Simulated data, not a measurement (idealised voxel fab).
This section sets out a process module, namely voxel gate over fins.
Cross-section cut spans 230 nm and uses square cells 5 nm in size.
How to read a cross-section here: the picture is a grid of square cells, written as bands going from the top down, and any band can span one or more rows of cells. Top height, bottom height, nm. Materials left to right, width each, nm. Single material + "all across" = fills band edge to edge. "blank" = empty. Heights are expressed relative to 0, this being the level below which the as-received wafer comprises one material exclusively. The lowest band is unbounded in the downward direction and is denoted as in "z 0 and below". When a width is written as two numbers, as in "30->40", the first number is the width in the top row of cells of the band and the second is the width in its bottom row, and the width changes by the same amount from each row to the next. No cell of the cross-section changed in a step that is given as "identical to before". The list in "Sealed cavities" covers empty spaces of 8 cells or more that cannot reach the top through any open way, and it gives each as width x height at distance; the distance is from the left edge, and width, height and distance are in nm. Step line, after settings: the simulator's comment on this step. overlay nm: where the mask lay relative to plan, measured to the right, on steps with a mask; negatives go left.

[Steps planned for the process]
1. RECEIVE | material Si
2. CONFORMAL_DEP | material SiN | thk nm 5
3. PATTERN | tone cover | mask id FINS | material resist | width nm 15 | pitch nm 60 | thk nm 20 | overlay nm 0
4. DIRECTIONAL_ETCH | etch materials SiN | depth nm 5
5. DIRECTIONAL_ETCH | etch materials Si | depth nm 35
6. STRIP | etch materials resist
7. OXIDIZE | depth nm 5
8. FILL_DEP | material SiO2 | thk nm 15
9. CMP | height nm 5
10. PATTERN | tone open | mask id RAIL | material resist | width nm 15 | thk nm 20 | overlay nm 0
11. DIRECTIONAL_ETCH | etch materials SiO2 | depth nm 35
12. STRIP | etch materials resist
13. CONFORMAL_DEP | material TiN | thk nm 5
14. FILL_DEP | material Ru | thk nm 10
15. CMP | height nm 5
16. SELECTIVE_ETCH | etch materials W Ru TiN | depth nm 30
17. FILL_DEP | material SiO2 | thk nm 5
18. CMP | height nm 5
19. SELECTIVE_ETCH | etch materials SiO2 | depth nm 20
20. STRIP | etch materials SiN
21. CONFORMAL_DEP | material HfO2 | thk nm 5
22. CONFORMAL_DEP | material TiN | thk nm 5
23. CONFORMAL_DEP | material TiAl | thk nm 5
24. CONFORMAL_DEP | material TiN | thk nm 5
25. FILL_DEP | material W | thk nm 15
26. CMP | height nm 30
27. CONFORMAL_DEP | material SiN | thk nm 10

[Incoming wafer in cross-section (state: after step 1)]
  z 0 and below  Si all across
  Sealed cavities: none

[Starting structure and process plan are as shown above, but one mistake was made in running the module; the wafer cross-section at the end of the module follows]
  z 40 to 30  SiN all across
  z 30 to 20  W all across
  z 20 to 15  W (60); TiN (45); W (15); TiN (45); W (65)
  z 15 to 10  W (60); TiN (5); TiAl (35); TiN (5); W (15); TiN (5); TiAl (35); TiN (5); W (65)
  z 10 to 5  W (60); TiN (5); TiAl (5); TiN (25); TiAl (5); TiN (5); W (15); TiN (5); TiAl (5); TiN (25); TiAl (5); TiN (5); W (65)
  z 5 to 0  TiN (65); TiAl (5); TiN (5); HfO2 (15); TiN (5); TiAl (5); TiN (25); TiAl (5); TiN (5); HfO2 (15); TiN (5); TiAl (5); TiN (70)
  z 0 to -5  TiAl (70); TiN (5); HfO2 (5); Si (5); HfO2 (5); TiN (5); TiAl (35); TiN (5); HfO2 (5); Si (5); HfO2 (5); TiN (5); TiAl (75)
  z -5 to -10  TiN (75); HfO2 (5); Si (5); HfO2 (5); TiN (45); HfO2 (5); Si (5); HfO2 (5); TiN (80)
  z -10 to -15  HfO2 (80); Si (5); HfO2 (55); Si (5); HfO2 (85)
  z -15 to -25  SiO2 (80); Si (5); SiO2 (55); Si (5); SiO2 (85)
  z -25 to -30  SiO2 (80); Si (5); SiO2 (15); TiN (25); SiO2 (15); Si (5); SiO2 (85)
  z -30 to -40  SiO2 (80); Si (5); SiO2 (55); Si (5); SiO2 (85)
  z -40 and below  Si all across
  Sealed cavities: none
In executing the process, a mistake was made relative to the plan: step 10 did not happen as planned, as run it was PATTERN | tone open | mask id RAIL | material resist | width nm 25 | thk nm 20 | overlay nm 0
